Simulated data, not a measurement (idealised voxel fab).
Herein follows the process module entitled voxel trench capacitor.
It is cross-section cut that appears here, measuring 280 nm in width, its square cells being 5 nm in size.
Square cells in a grid make up a cross-section in this document, and the grid is given as bands, listed from the top down, each one or more rows of cells.
Top, bottom (nm), then materials left to right with widths (nm); lone material tagged "full width" fills the whole band edge to edge; "air" = empty space.
Heights are measured from 0, the level below which the as-received wafer is all one material; the lowest band has no bottom and continues downward, written as in "0 and below".
A width such as "30->40" changes by the same amount from each row of cells to the next, from the band's top row to its bottom row.
"no modification" for a step: no cell of the cross-section changed in that step.
For the entry "Voids, enclosed", the listed items are empty spaces with no open way to the top whose size is 8 cells or more; each item follows the pattern width x height at distance, where distance is from the left edge and all three are in nm.
What comes after the settings on a step's line is commentary from the simulator itself on that step.
overlay nm: on a step with a mask, how far right of its planned place the mask lay; negative means left.
[Steps in the process plan]
1. RECEIVE with material Si
2. CONFORMAL_DEP with material SiN, thk nm 10
3. PATTERN with tone open, mask id TRENCH, material resist, width nm 25, pitch nm 45, thk nm 15, overlay nm 0
4. DIRECTIONAL_ETCH with etch materials SiN, depth nm 10
5. DIRECTIONAL_ETCH with etch materials Si, depth nm 35
6. STRIP with etch materials resist
7. CONFORMAL_DEP with material Al2O3, thk nm 5
8. FILL_DEP with material polySi, thk nm 10
9. CMP with height nm 10
[As-received state of the wafer in cross-section, equivalent to post-step 1]
  0 and below = Si full width
  Voids, enclosed: none
[Post-module cross-section of the first of two wafers (run per plan)]
  10 down to 0 = SiN=60, Al2O3=5, polySi=15, Al2O3=5, SiN=20, Al2O3=5, polySi=15, Al2O3=5, SiN=20, Al2O3=5, polySi=15, Al2O3=5, SiN=20, Al2O3=5, polySi=15, Al2O3=5, SiN=60
  0 down to -30 = Si=60, Al2O3=5, polySi=15, Al2O3=5, Si=20, Al2O3=5, polySi=15, Al2O3=5, Si=20, Al2O3=5, polySi=15, Al2O3=5, Si=20, Al2O3=5, polySi=15, Al2O3=5, Si=60
  -30 down to -35 = Si=60, Al2O3=25, Si=20, Al2O3=25, Si=20, Al2O3=25, Si=20, Al2O3=25, Si=60
  -35 and below = Si full width
  Voids, enclosed: none
[Second wafer through the module, sectioned at the end: same beginning and same plan as the first wafer, with one mistake in carrying it out]
  10 down to 0 = SiN=65, Al2O3=5, polySi=15, Al2O3=5, SiN=20, Al2O3=5, polySi=15, Al2O3=5, SiN=20, Al2O3=5, polySi=15, Al2O3=5, SiN=20, Al2O3=5, polySi=15, Al2O3=5, SiN=55
  0 down to -30 = Si=65, Al2O3=5, polySi=15, Al2O3=5, Si=20, Al2O3=5, polySi=15, Al2O3=5, Si=20, Al2O3=5, polySi=15, Al2O3=5, Si=20, Al2O3=5, polySi=15, Al2O3=5, Si=55
  -30 down to -35 = Si=65, Al2O3=25, Si=20, Al2O3=25, Si=20, Al2O3=25, Si=20, Al2O3=25, Si=55
  -35 and below = Si full width
  Voids, enclosed: none
Processing error: step 3 ran differently from the plan; actual operation with settings: PATTERN with tone open, mask id TRENCH, material resist, width nm 25, pitch nm 45, thk nm 15, overlay nm 5
Final wafers compared: equal cell tally per material, rearranged layout.
